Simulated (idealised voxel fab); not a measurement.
process module | voxel capacitor over wiring
cross-section cut | 300 nm wide | cells 5 nm
A cross-section is a grid of square cells, given in bands from the top down. A band is one or more rows of cells.
Each band's line starts with the height of the band's top and of its bottom, in nm. Then come its materials from left to right, each with its width in nm. One material with "throughout" fills the band from edge to edge. "air" is empty space.
Height 0 is the level under which the wafer as received is all one material. The lowest band goes on downwards, as in "0 down".
A width such as "30 to 40" changes by the same amount from each row of cells to the next, from the band's top row to its bottom row.
"no change" after a step means that no cell of the cross-section changed.
closed voids: empty space of 8 cells or more with no open way to the top, each as width x height at its distance from the left edge, in nm
after a step's settings: what the simulator itself notes on the step
overlay nm, on a step with a mask: how far to the right of its planned place the mask lay; to the left if negative
plan
1 op RECEIVE | material Si
2 op CONFORMAL_DEP | material SiO2 | thk nm 10
3 op DIRECTIONAL_DEP | material TiN | thk nm 5
4 op DIRECTIONAL_DEP | material W | thk nm 20
5 op DIRECTIONAL_DEP | material aC | thk nm 10
6 op PATTERN | tone cover | mask id METAL_1 | material resist | width nm 20 | pitch nm 85 | thk nm 30 | overlay nm 0
7 op DIRECTIONAL_ETCH | etch materials aC | depth nm 10
8 op STRIP | etch materials resist
9 op DIRECTIONAL_ETCH | etch materials W | depth nm 20
10 op DIRECTIONAL_ETCH | etch materials TiN | depth nm 5
11 op STRIP | etch materials aC
12 op CONFORMAL_DEP | material SiN | thk nm 5
13 op FILL_DEP | material lowk | thk nm 10
14 op CMP | height nm 35
15 op CONFORMAL_DEP | material SiCN | thk nm 5
16 op DIRECTIONAL_DEP | material SiO2 | thk nm 20
17 op MASKED_ETCH | tone open | mask id PLUG_1 | width nm 15 | etch materials SiO2 | depth nm 20 | overlay nm 0
18 op MASKED_ETCH | tone open | mask id PLUG_1 | width nm 15 | etch materials SiCN | depth nm 5 | overlay nm 0
19 op CONFORMAL_DEP | material TiN | thk nm 5
20 op FILL_DEP | material Cu | thk nm 5
21 op CMP | height nm 60
22 op DIRECTIONAL_DEP | material TiN | thk nm 5
23 op DIRECTIONAL_DEP | material Al2O3 | thk nm 5
24 op DIRECTIONAL_DEP | material TiN | thk nm 10
25 op DIRECTIONAL_DEP | material aC | thk nm 15
26 op PATTERN | tone cover | mask id UPPER_PLATE | material resist | width nm 70 | thk nm 35 | overlay nm 0
27 op DIRECTIONAL_ETCH | etch materials aC | depth nm 15
28 op STRIP | etch materials resist
29 op DIRECTIONAL_ETCH | etch materials TiN | depth nm 10
30 op DIRECTIONAL_ETCH | etch materials Al2O3 | depth nm 5
31 op STRIP | etch materials aC
32 op DIRECTIONAL_DEP | material aC | thk nm 10
33 op PATTERN | tone cover | mask id LOWER_PLATE | material resist | width nm 80 | thk nm 30 | overlay nm 0
34 op DIRECTIONAL_ETCH | etch materials aC | depth nm 10
35 op STRIP | etch materials resist
36 op DIRECTIONAL_ETCH | etch materials TiN | depth nm 5
37 op STRIP | etch materials aC
38 op FILL_DEP | material SiO2 | thk nm 15
39 op CMP | height nm 90
40 op PATTERN | tone open | mask id PLUG_2 | material resist | width nm 15 | thk nm 20 | overlay nm 0
41 op DIRECTIONAL_ETCH | etch materials SiO2 | depth nm 10
42 op STRIP | etch materials resist
43 op CONFORMAL_DEP | material TiN | thk nm 5
44 op FILL_DEP | material Ru | thk nm 5
45 op CMP | height nm 90
46 op CONFORMAL_DEP | material SiN | thk nm 5
first wafer, as planned
as received, after step 1
  0 down: Si throughout
  closed voids: none
after step 2
  10 to 0: SiO2 throughout
  below 0: unchanged
after step 3
  15 to 10: TiN throughout
  below 10: unchanged
after step 4
  35 to 15: W throughout
  below 15: unchanged
after step 5
  45 to 35: aC throughout
  below 35: unchanged
after step 6
  75 to 45: air 95 | resist 20 | air 65 | resist 20 | air 100
  below 45: unchanged
after step 7
  65 to 45: air 95 | resist 20 | air 65 | resist 20 | air 100
  45 to 35: air 95 | aC 20 | air 65 | aC 20 | air 100
  below 35: unchanged
after step 8
  45 to 35: air 95 | aC 20 | air 65 | aC 20 | air 100
  below 35: unchanged
after step 9
  45 to 35: air 95 | aC 20 | air 65 | aC 20 | air 100
  35 to 15: air 95 | W 20 | air 65 | W 20 | air 100
  below 15: unchanged
after step 10
  45 to 35: air 95 | aC 20 | air 65 | aC 20 | air 100
  35 to 15: air 95 | W 20 | air 65 | W 20 | air 100
  15 to 10: air 95 | TiN 20 | air 65 | TiN 20 | air 100
  below 10: unchanged
after step 11
  35 to 15: air 95 | W 20 | air 65 | W 20 | air 100
  below 15: unchanged
after step 12
  40 to 35: air 90 | SiN 30 | air 55 | SiN 30 | air 95
  35 to 15: air 90 | SiN 5 | W 20 | SiN 5 | air 55 | SiN 5 | W 20 | SiN 5 | air 95
  15 to 10: SiN 95 | TiN 20 | SiN 65 | TiN 20 | SiN 100
  below 10: unchanged
after step 13
  50 to 40: lowk throughout
  40 to 35: lowk 90 | SiN 30 | lowk 55 | SiN 30 | lowk 95
  35 to 15: lowk 90 | SiN 5 | W 20 | SiN 5 | lowk 55 | SiN 5 | W 20 | SiN 5 | lowk 95
  below 15: unchanged
after step 14
  35 to 15: lowk 90 | SiN 5 | W 20 | SiN 5 | lowk 55 | SiN 5 | W 20 | SiN 5 | lowk 95
  below 15: unchanged
after step 15
  40 to 35: SiCN throughout
  below 35: unchanged
after step 16
  60 to 40: SiO2 throughout
  below 40: unchanged
after step 17
  60 to 40: SiO2 100 | air 15 | SiO2 185
  below 40: unchanged
after step 18
  60 to 40: SiO2 100 | air 15 | SiO2 185
  40 to 35: SiCN 100 | air 15 | SiCN 185
  below 35: unchanged
after step 19
  65 to 60: TiN 105 | air 5 | TiN 190
  60 to 40: SiO2 100 | TiN 5 | air 5 | TiN 5 | SiO2 185
  40 to 35: SiCN 100 | TiN 15 | SiCN 185
  below 35: unchanged
after step 20
  70 to 65: Cu throughout
  65 to 60: TiN 105 | Cu 5 | TiN 190
  60 to 40: SiO2 100 | TiN 5 | Cu 5 | TiN 5 | SiO2 185
  below 40: unchanged
after step 21
  60 to 40: SiO2 100 | TiN 5 | Cu 5 | TiN 5 | SiO2 185
  below 40: unchanged
after step 22
  65 to 60: TiN throughout
  below 60: unchanged
after step 23
  70 to 65: Al2O3 throughout
  below 65: unchanged
after step 24
  80 to 70: TiN throughout
  below 70: unchanged
after step 25
  95 to 80: aC throughout
  below 80: unchanged
after step 26
  130 to 95: air 100 | resist 70 | air 130
  below 95: unchanged
after step 27
  115 to 95: air 100 | resist 70 | air 130
  95 to 80: air 100 | aC 70 | air 130
  below 80: unchanged
after step 28
  95 to 80: air 100 | aC 70 | air 130
  below 80: unchanged
after step 29
  95 to 80: air 100 | aC 70 | air 130
  80 to 70: air 100 | TiN 70 | air 130
  below 70: unchanged
after step 30
  95 to 80: air 100 | aC 70 | air 130
  80 to 70: air 100 | TiN 70 | air 130
  70 to 65: air 100 | Al2O3 70 | air 130
  below 65: unchanged
after step 31
  80 to 70: air 100 | TiN 70 | air 130
  below 70: unchanged
after step 32
  90 to 80: air 100 | aC 70 | air 130
  80 to 75: air 100 | TiN 70 | air 130
  75 to 70: aC 100 | TiN 70 | aC 130
  70 to 65: aC 100 | Al2O3 70 | aC 130
  below 65: unchanged
after step 33
  120 to 90: air 95 | resist 80 | air 125
  90 to 80: air 95 | resist 5 | aC 70 | resist 5 | air 125
  80 to 75: air 95 | resist 5 | TiN 70 | resist 5 | air 125
  below 75: unchanged
after step 34
  110 to 90: air 95 | resist 80 | air 125
  90 to 80: air 95 | resist 5 | aC 70 | resist 5 | air 125
  80 to 75: air 95 | resist 5 | TiN 70 | resist 5 | air 125
  75 to 70: air 95 | aC 5 | TiN 70 | aC 5 | air 125
  70 to 65: air 95 | aC 5 | Al2O3 70 | aC 5 | air 125
  below 65: unchanged
after step 35
  90 to 80: air 100 | aC 70 | air 130
  80 to 75: air 100 | TiN 70 | air 130
  below 75: unchanged
after step 36
  90 to 80: air 100 | aC 70 | air 130
  80 to 75: air 100 | TiN 70 | air 130
  75 to 70: air 95 | aC 5 | TiN 70 | aC 5 | air 125
  70 to 65: air 95 | aC 5 | Al2O3 70 | aC 5 | air 125
  65 to 60: air 95 | TiN 80 | air 125
  below 60: unchanged
after step 37
  80 to 70: air 100 | TiN 70 | air 130
  70 to 65: air 100 | Al2O3 70 | air 130
  below 65: unchanged
after step 38
  95 to 80: SiO2 throughout
  80 to 70: SiO2 100 | TiN 70 | SiO2 130
  70 to 65: SiO2 100 | Al2O3 70 | SiO2 130
  65 to 60: SiO2 95 | TiN 80 | SiO2 125
  below 60: unchanged
after step 39
  90 to 80: SiO2 throughout
  below 80: unchanged
after step 40
  110 to 90: resist 110 | air 15 | resist 175
  below 90: unchanged
after step 41
  110 to 90: resist 110 | air 15 | resist 175
  90 to 80: SiO2 110 | air 15 | SiO2 175
  below 80: unchanged
after step 42
  90 to 80: SiO2 110 | air 15 | SiO2 175
  below 80: unchanged
after step 43
  95 to 90: TiN 115 | air 5 | TiN 180
  90 to 85: SiO2 110 | TiN 5 | air 5 | TiN 5 | SiO2 175
  85 to 80: SiO2 110 | TiN 15 | SiO2 175
  below 80: unchanged
after step 44
  100 to 95: Ru throughout
  95 to 90: TiN 115 | Ru 5 | TiN 180
  90 to 85: SiO2 110 | TiN 5 | Ru 5 | TiN 5 | SiO2 175
  below 85: unchanged
after step 45
  90 to 85: SiO2 110 | TiN 5 | Ru 5 | TiN 5 | SiO2 175
  below 85: unchanged
after step 46
  95 to 90: SiN throughout
  below 90: unchanged
second wafer: like start, like plan, one mistake. Through step 13 it matches the first wafer
when step 14 should have ended
  25 to 15: lowk 90 | SiN 5 | W 20 | SiN 5 | lowk 55 | SiN 5 | W 20 | SiN 5 | lowk 95
  below 15: unchanged
when step 15 should have ended
  30 to 25: SiCN throughout
  below 25: unchanged
when step 16 should have ended
  50 to 30: SiO2 throughout
  below 30: unchanged
when step 17 should have ended
  50 to 30: SiO2 100 | air 15 | SiO2 185
  below 30: unchanged
when step 18 should have ended
  50 to 30: SiO2 100 | air 15 | SiO2 185
  30 to 25: SiCN 100 | air 15 | SiCN 185
  below 25: unchanged
when step 19 should have ended
  55 to 50: TiN 105 | air 5 | TiN 190
  50 to 30: SiO2 100 | TiN 5 | air 5 | TiN 5 | SiO2 185
  30 to 25: SiCN 100 | TiN 15 | SiCN 185
  below 25: unchanged
when step 20 should have ended
  60 to 55: Cu throughout
  55 to 50: TiN 105 | Cu 5 | TiN 190
  50 to 30: SiO2 100 | TiN 5 | Cu 5 | TiN 5 | SiO2 185
  below 30: unchanged
when step 21 should have ended: no change
when step 22 should have ended
  65 to 60: TiN throughout
  below 60: unchanged
when step 23 should have ended
  70 to 65: Al2O3 throughout
  below 65: unchanged
when step 24 should have ended
  80 to 70: TiN throughout
  below 70: unchanged
when step 25 should have ended
  95 to 80: aC throughout
  below 80: unchanged
when step 26 should have ended
  130 to 95: air 100 | resist 70 | air 130
  below 95: unchanged
when step 27 should have ended
  115 to 95: air 100 | resist 70 | air 130
  95 to 80: air 100 | aC 70 | air 130
  below 80: unchanged
when step 28 should have ended
  95 to 80: air 100 | aC 70 | air 130
  below 80: unchanged
when step 29 should have ended
  95 to 80: air 100 | aC 70 | air 130
  80 to 70: air 100 | TiN 70 | air 130
  below 70: unchanged
when step 30 should have ended
  95 to 80: air 100 | aC 70 | air 130
  80 to 70: air 100 | TiN 70 | air 130
  70 to 65: air 100 | Al2O3 70 | air 130
  below 65: unchanged
when step 31 should have ended
  80 to 70: air 100 | TiN 70 | air 130
  below 70: unchanged
when step 32 should have ended
  90 to 80: air 100 | aC 70 | air 130
  80 to 75: air 100 | TiN 70 | air 130
  75 to 70: aC 100 | TiN 70 | aC 130
  70 to 65: aC 100 | Al2O3 70 | aC 130
  below 65: unchanged
when step 33 should have ended
  120 to 90: air 95 | resist 80 | air 125
  90 to 80: air 95 | resist 5 | aC 70 | resist 5 | air 125
  80 to 75: air 95 | resist 5 | TiN 70 | resist 5 | air 125
  below 75: unchanged
when step 34 should have ended
  110 to 90: air 95 | resist 80 | air 125
  90 to 80: air 95 | resist 5 | aC 70 | resist 5 | air 125
  80 to 75: air 95 | resist 5 | TiN 70 | resist 5 | air 125
  75 to 70: air 95 | aC 5 | TiN 70 | aC 5 | air 125
  70 to 65: air 95 | aC 5 | Al2O3 70 | aC 5 | air 125
  below 65: unchanged
when step 35 should have ended
  90 to 80: air 100 | aC 70 | air 130
  80 to 75: air 100 | TiN 70 | air 130
  below 75: unchanged
when step 36 should have ended
  90 to 80: air 100 | aC 70 | air 130
  80 to 75: air 100 | TiN 70 | air 130
  75 to 70: air 95 | aC 5 | TiN 70 | aC 5 | air 125
  70 to 65: air 95 | aC 5 | Al2O3 70 | aC 5 | air 125
  65 to 60: air 95 | TiN 80 | air 125
  below 60: unchanged
when step 37 should have ended
  80 to 70: air 100 | TiN 70 | air 130
  70 to 65: air 100 | Al2O3 70 | air 130
  below 65: unchanged
when step 38 should have ended
  95 to 80: SiO2 throughout
  80 to 70: SiO2 100 | TiN 70 | SiO2 130
  70 to 65: SiO2 100 | Al2O3 70 | SiO2 130
  65 to 60: SiO2 95 | TiN 80 | SiO2 125
  below 60: unchanged
when step 39 should have ended
  90 to 80: SiO2 throughout
  below 80: unchanged
when step 40 should have ended
  110 to 90: resist 110 | air 15 | resist 175
  below 90: unchanged
when step 41 should have ended
  110 to 90: resist 110 | air 15 | resist 175
  90 to 80: SiO2 110 | air 15 | SiO2 175
  below 80: unchanged
when step 42 should have ended
  90 to 80: SiO2 110 | air 15 | SiO2 175
  below 80: unchanged
when step 43 should have ended
  95 to 90: TiN 115 | air 5 | TiN 180
  90 to 85: SiO2 110 | TiN 5 | air 5 | TiN 5 | SiO2 175
  85 to 80: SiO2 110 | TiN 15 | SiO2 175
  below 80: unchanged
when step 44 should have ended
  100 to 95: Ru throughout
  95 to 90: TiN 115 | Ru 5 | TiN 180
  90 to 85: SiO2 110 | TiN 5 | Ru 5 | TiN 5 | SiO2 175
  below 85: unchanged
when step 45 should have ended
  90 to 85: SiO2 110 | TiN 5 | Ru 5 | TiN 5 | SiO2 175
  below 85: unchanged
when step 46 should have ended
  95 to 90: SiN throughout
  below 90: unchanged
what went wrong: step 14 ran as: op CMP | height nm 25
at the end the second wafer has, in cells: 61 more of Cu | 8 fewer of SiN | 59 more of TiN | 16 fewer of W | 96 fewer of lowk
